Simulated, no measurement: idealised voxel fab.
Name of the process module below: voxel transistor to metal
Cross-section cut spans 285 nm and uses square cells 5 nm in size.
Square cells in a grid make up a cross-section in this document, and the grid is given as bands, listed from the top down, each one or more rows of cells. Each band's line starts with the height of the band's top and of its bottom, in nm. Then come its materials from left to right, each with its width in nm. One material with "full width" fills the band from edge to edge. "blank" is empty space. Height 0 is the level under which the wafer as received is all one material. The lowest band goes on downwards, as in "0 nm and below". So if you see something like "30 to 40" for the width, read it as the top row of the band sitting at the first number and the bottom row at the second, with every row in between moving by the same amount as the last. The cross-section has no changed cell in any step marked "remained unchanged". Voids not open to the top, 8 cells minimum: see "Trapped voids". Written width x height at distance; distance is from the left edge; nm. That trailing text on a step's line, after the settings, is the simulator's own remark on the step. overlay nm: mask right of planned place by this much (step with mask). Neg. = left.
Process steps - plan
1: RECEIVE: material Si
2: CONFORMAL_DEP: material SiO2, thk nm 5
3: CONFORMAL_DEP: material SiN, thk nm 10
4: PATTERN: tone cover, mask id ACTIVE, material resist, width nm 115, pitch nm 140, thk nm 15, overlay nm 0
5: DIRECTIONAL_ETCH: etch materials SiN, depth nm 10
6: DIRECTIONAL_ETCH: etch materials SiO2, depth nm 5
7: DIRECTIONAL_ETCH: etch materials Si, depth nm 25
8: STRIP: etch materials resist
9: OXIDIZE: depth nm 5
10: FILL_DEP: material SiO2, thk nm 5
11: CMP: height nm 15
12: SELECTIVE_ETCH: etch materials SiO2, depth nm 5
13: STRIP: etch materials SiN
14: SELECTIVE_ETCH: etch materials SiO2, depth nm 5
15: OXIDIZE: depth nm 5
16: DIRECTIONAL_DEP: material polySi, thk nm 25
17: DIRECTIONAL_DEP: material SiCN, thk nm 10
18: PATTERN: tone cover, mask id GATE, material resist, width nm 25, pitch nm 140, thk nm 20, overlay nm 0
19: DIRECTIONAL_ETCH: etch materials SiCN, depth nm 20
20: DIRECTIONAL_ETCH: etch materials polySi, depth nm 35
21: STRIP: etch materials resist
22: CONFORMAL_DEP: material SiO2, thk nm 5
23: DIRECTIONAL_ETCH: etch materials SiO2, depth nm 5
24: CONFORMAL_DEP: material SiN, thk nm 10
25: DIRECTIONAL_ETCH: etch materials SiN, depth nm 10
26: DIRECTIONAL_ETCH: etch materials SiO2, depth nm 5
27: DIRECTIONAL_ETCH: etch materials Si, depth nm 5
28: EPI: material nSi, thk nm 5
29: FILL_DEP: material SiO2, thk nm 5
30: CMP: height nm 35
31: DIRECTIONAL_DEP: material SiO2, thk nm 10
32: DIRECTIONAL_DEP: material aC, thk nm 10
33: PATTERN: tone open, mask id CONTACT, material resist, width nm 35, pitch nm 70, thk nm 30, overlay nm 0
34: DIRECTIONAL_ETCH: etch materials aC, depth nm 10
35: STRIP: etch materials resist
36: DIRECTIONAL_ETCH: etch materials SiO2, depth nm 50
37: STRIP: etch materials aC
38: CONFORMAL_DEP: material TiN, thk nm 5
39: FILL_DEP: material W, thk nm 5
40: CMP: height nm 45
41: DIRECTIONAL_DEP: material TiN, thk nm 5
42: DIRECTIONAL_DEP: material W, thk nm 25
43: PATTERN: tone cover, mask id METAL_1, material resist, width nm 20, thk nm 15, overlay nm 0
44: DIRECTIONAL_ETCH: etch materials W, depth nm 25
45: DIRECTIONAL_ETCH: etch materials TiN, depth nm 5
46: STRIP: etch materials resist
47: CONFORMAL_DEP: material SiN, thk nm 5
48: FILL_DEP: material SiO2, thk nm 10
49: CMP: height nm 75
50: CONFORMAL_DEP: material SiCN, thk nm 5
Wafers differ in thk nm at step 2; plan lists the first wafer's value; identical starting state.
Cross-section of the first of several wafers on receipt, reflecting completion of step 1
0 nm and below: Si full width
Trapped voids: none
Cross-section, first of several wafers, end of module, after last step 50
80 nm to 75 nm: SiCN full width
75 nm to 50 nm: SiO2: 15 / SiN: 5 / W: 20 / SiN: 5 / SiO2: 55 / SiN: 5 / W: 20 / SiN: 5 / SiO2: 25 / SiN: 5 / W: 20 / SiN: 5 / SiO2: 55 / SiN: 5 / W: 20 / SiN: 5 / SiO2: 15
50 nm to 45 nm: SiN: 20 / TiN: 20 / SiN: 65 / TiN: 20 / SiN: 35 / TiN: 20 / SiN: 65 / TiN: 20 / SiN: 20
45 nm to 35 nm: SiO2: 20 / TiN: 5 / W: 25 to 15 / TiN: 5 to 15 / SiO2: 35 / TiN: 5 to 15 / W: 25 to 15 / TiN: 5 / SiO2: 35 / TiN: 5 / W: 25 to 15 / TiN: 5 to 15 / SiO2: 35 / TiN: 5 to 15 / W: 25 to 15 / TiN: 5 / SiO2: 20
35 nm to 25 nm: SiO2: 20 / TiN: 5 / W: 15 / TiN: 5 / SiN: 10 / SiO2: 5 / SiCN: 25 / SiO2: 5 / SiN: 10 / TiN: 5 / W: 15 / TiN: 5 / SiO2: 35 / TiN: 5 / W: 15 / TiN: 5 / SiN: 10 / SiO2: 5 / SiCN: 25 / SiO2: 5 / SiN: 10 / TiN: 5 / W: 15 / TiN: 5 / SiO2: 20
25 nm to 10 nm: SiO2: 20 / TiN: 5 / W: 15 / TiN: 5 / SiN: 10 / SiO2: 5 / polySi: 25 / SiO2: 5 / SiN: 10 / TiN: 5 / W: 15 / TiN: 5 / SiO2: 35 / TiN: 5 / W: 15 / TiN: 5 / SiN: 10 / SiO2: 5 / polySi: 25 / SiO2: 5 / SiN: 10 / TiN: 5 / W: 15 / TiN: 5 / SiO2: 20
10 nm to 5 nm: SiO2: 20 / TiN: 10 / W: 10 / TiN: 5 / SiN: 10 / SiO2: 5 / polySi: 25 / SiO2: 5 / SiN: 10 / TiN: 5 / W: 10 / TiN: 10 / SiO2: 35 / TiN: 10 / W: 10 / TiN: 5 / SiN: 10 / SiO2: 5 / polySi: 25 / SiO2: 5 / SiN: 10 / TiN: 5 / W: 10 / TiN: 10 / SiO2: 20
5 nm to 0 nm: SiO2: 15 / SiN: 10 / TiN: 20 / SiN: 10 / SiO2: 5 / polySi: 25 / SiO2: 5 / SiN: 10 / TiN: 20 / SiN: 10 / SiO2: 25 / SiN: 10 / TiN: 20 / SiN: 10 / SiO2: 5 / polySi: 25 / SiO2: 5 / SiN: 10 / TiN: 20 / SiN: 10 / SiO2: 15
0 nm to -5 nm: SiO2: 25 / nSi: 5 / TiN: 10 / nSi: 5 / SiO2: 55 / nSi: 5 / TiN: 10 / nSi: 5 / SiO2: 45 / nSi: 5 / TiN: 10 / nSi: 5 / SiO2: 55 / nSi: 5 / TiN: 10 / nSi: 5 / SiO2: 25
-5 nm to -10 nm: SiO2: 20 / Si: 5 / nSi: 20 / Si: 55 / nSi: 20 / Si: 5 / SiO2: 35 / Si: 5 / nSi: 20 / Si: 55 / nSi: 20 / Si: 5 / SiO2: 20
-10 nm to -30 nm: SiO2: 20 / Si: 105 / SiO2: 35 / Si: 105 / SiO2: 20
-30 nm and below: Si full width
Trapped voids: none
Cross-sectional view of the final wafer of several at the module's end
80 nm to 75 nm: SiCN full width
75 nm to 50 nm: SiO2: 15 / SiN: 5 / W: 20 / SiN: 5 / SiO2: 55 / SiN: 5 / W: 20 / SiN: 5 / SiO2: 25 / SiN: 5 / W: 20 / SiN: 5 / SiO2: 55 / SiN: 5 / W: 20 / SiN: 5 / SiO2: 15
50 nm to 45 nm: SiN: 20 / TiN: 20 / SiN: 65 / TiN: 20 / SiN: 35 / TiN: 20 / SiN: 65 / TiN: 20 / SiN: 20
45 nm to 35 nm: SiO2: 20 / TiN: 5 / W: 25 to 15 / TiN: 5 to 15 / SiO2: 35 / TiN: 5 to 15 / W: 25 to 15 / TiN: 5 / SiO2: 35 / TiN: 5 / W: 25 to 15 / TiN: 5 to 15 / SiO2: 35 / TiN: 5 to 15 / W: 25 to 15 / TiN: 5 / SiO2: 20
35 nm to 30 nm: SiO2: 20 / TiN: 5 / W: 15 / TiN: 5 / SiN: 10 / SiO2: 5 / SiCN: 25 / SiO2: 5 / SiN: 10 / TiN: 5 / W: 15 / TiN: 5 / SiO2: 35 / TiN: 5 / W: 15 / TiN: 5 / SiN: 10 / SiO2: 5 / SiCN: 25 / SiO2: 5 / SiN: 10 / TiN: 5 / W: 15 / TiN: 5 / SiO2: 20
30 nm to 10 nm: SiO2: 20 / TiN: 5 / W: 15 / TiN: 5 / SiN: 10 / SiO2: 5 / polySi: 25 / SiO2: 5 / SiN: 10 / TiN: 5 / W: 15 / TiN: 5 / SiO2: 35 / TiN: 5 / W: 15 / TiN: 5 / SiN: 10 / SiO2: 5 / polySi: 25 / SiO2: 5 / SiN: 10 / TiN: 5 / W: 15 / TiN: 5 / SiO2: 20
10 nm to 5 nm: SiO2: 20 / TiN: 5 / W: 10 / TiN: 10 / SiN: 10 / SiO2: 5 / polySi: 25 / SiO2: 5 / SiN: 10 / TiN: 10 / W: 10 / TiN: 5 / SiO2: 35 / TiN: 5 / W: 10 / TiN: 10 / SiN: 10 / SiO2: 5 / polySi: 25 / SiO2: 5 / SiN: 10 / TiN: 10 / W: 10 / TiN: 5 / SiO2: 20
5 nm to 0 nm: SiO2: 20 / TiN: 20 / nSi: 5 / SiO2: 55 / nSi: 5 / TiN: 20 / SiO2: 35 / TiN: 20 / nSi: 5 / SiO2: 55 / nSi: 5 / TiN: 20 / SiO2: 20
0 nm to -5 nm: nSi: 45 / Si: 55 / nSi: 85 / Si: 55 / nSi: 45
-5 nm and below: Si full width
Trapped voids: none
Tabulated below, wafer by wafer, are the end-of-module results: for each material, the number of cells gained (+) or lost (-) relative to the as-received state, followed by the closed voids
thk nm 5; -148 Si; +77 SiCN; +145 SiN; +468 SiO2; +116 TiN; +180 W; +24 nSi; +50 polySi; Trapped voids: none
thk nm 10; -35 Si; +67 SiCN; +129 SiN; +374 SiO2; +108 TiN; +180 W; +39 nSi; +50 polySi; Trapped voids: none
thk nm 15; -35 Si; +67 SiCN; +129 SiN; +374 SiO2; +108 TiN; +180 W; +39 nSi; +50 polySi; Trapped voids: none
thk nm 20; -35 Si; +67 SiCN; +129 SiN; +374 SiO2; +108 TiN; +180 W; +39 nSi; +50 polySi; Trapped voids: none
